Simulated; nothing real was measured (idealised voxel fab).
Module name: voxel self aligned vias (process module)
The cross-section on display is named cut; it measures 240 nm wide, and its cells are 5 nm squares.
For the purposes of this document, a cross-section shall be understood as a grid of square cells, specified as bands listed in top-to-bottom order, each band consisting of one or more rows of cells. Basically the band line says how high the top is and how high the bottom is, in nm, and then what's in it from left to right, every material with its width in nm. Empty space shows up as "air", and if a single material carries "full width" it runs the full band edge to edge. Height datum 0, below which the as-received substrate wafer is one material. Lowest band open at the bottom, running downward: "0 nm and below". Per-row width for "30..40": begins at first number (top row of band), ends at second number (bottom row), increment between rows held constant. No cell of the cross-section changed in a step that is given as "nothing was modified". Each empty space that has no open way to the top and spans at least 8 cells appears under "Closed internal cavities" as width x height at distance, the distance counted from the left edge, all in nm. If you see something after the settings on a step's line, that's the simulator's own remark about that step. When a step includes a mask, the "overlay nm" setting on its line states how far to the right of its planned place that mask lay, and negative values state how far to the left.
The steps planned for the process are as follows
1,RECEIVE, material Si
2,CONFORMAL_DEP, material SiO2, thk nm 15
3,CONFORMAL_DEP, material SiCN, thk nm 5
4,DIRECTIONAL_DEP, material SiO2, thk nm 20
5,DIRECTIONAL_DEP, material aC, thk nm 10
6,PATTERN, tone open, mask id LINES, material resist, width nm 25, pitch nm 55, thk nm 30, overlay nm 0
7,DIRECTIONAL_ETCH, etch materials aC, depth nm 10
8,STRIP, etch materials resist
9,DIRECTIONAL_ETCH, etch materials SiO2, depth nm 20
10,STRIP, etch materials aC
11,CONFORMAL_DEP, material TiN, thk nm 5
12,FILL_DEP, material W, thk nm 5
13,CMP, height nm 40
14,SELECTIVE_ETCH, etch materials W Ru TiN, depth nm 5
15,FILL_DEP, material SiN, thk nm 5
16,CMP, height nm 40
17,DIRECTIONAL_DEP, material SiO2, thk nm 20
18,DIRECTIONAL_DEP, material aC, thk nm 10
19,PATTERN, tone open, mask id VIAS, material resist, width nm 35, pitch nm 55, thk nm 25, overlay nm 0
20,DIRECTIONAL_ETCH, etch materials aC, depth nm 10
21,STRIP, etch materials resist
22,DIRECTIONAL_ETCH, etch materials SiO2, depth nm 20
23,DIRECTIONAL_ETCH, etch materials SiN, depth nm 5
24,STRIP, etch materials aC
25,CONFORMAL_DEP, material TiN, thk nm 5
26,FILL_DEP, material Ru, thk nm 5
27,CMP, height nm 60
28,CONFORMAL_DEP, material SiN, thk nm 5
Shown in cross-section is the wafer as received, that is, as it stands after step 1
- 0 nm and below | Si full width
- Closed internal cavities: none
The module was run from the start shown above using the plan shown above, but one mistake was made doing it; the resulting wafer cross-section is below
- 65 nm to 60 nm | SiN full width
- 60 nm to 45 nm | 75 of SiO2 | 5 of TiN | 25 of Ru | 5 of TiN | 20 of SiO2 | 5 of TiN | 25 of Ru | 5 of TiN | 75 of SiO2
- 45 nm to 40 nm | 75 of SiO2 | 10 of TiN | 15 of Ru | 10 of TiN | 20 of SiO2 | 10 of TiN | 15 of Ru | 10 of TiN | 75 of SiO2
- 40 nm to 35 nm | 80 of SiO2 | 25 of TiN | 30 of SiO2 | 25 of TiN | 80 of SiO2
- 35 nm to 30 nm | SiCN full width
- 30 nm to 0 nm | SiO2 full width
- 0 nm and below | Si full width
- Closed internal cavities: none
Misprocessing identified: step 2 in the plan was executed twice
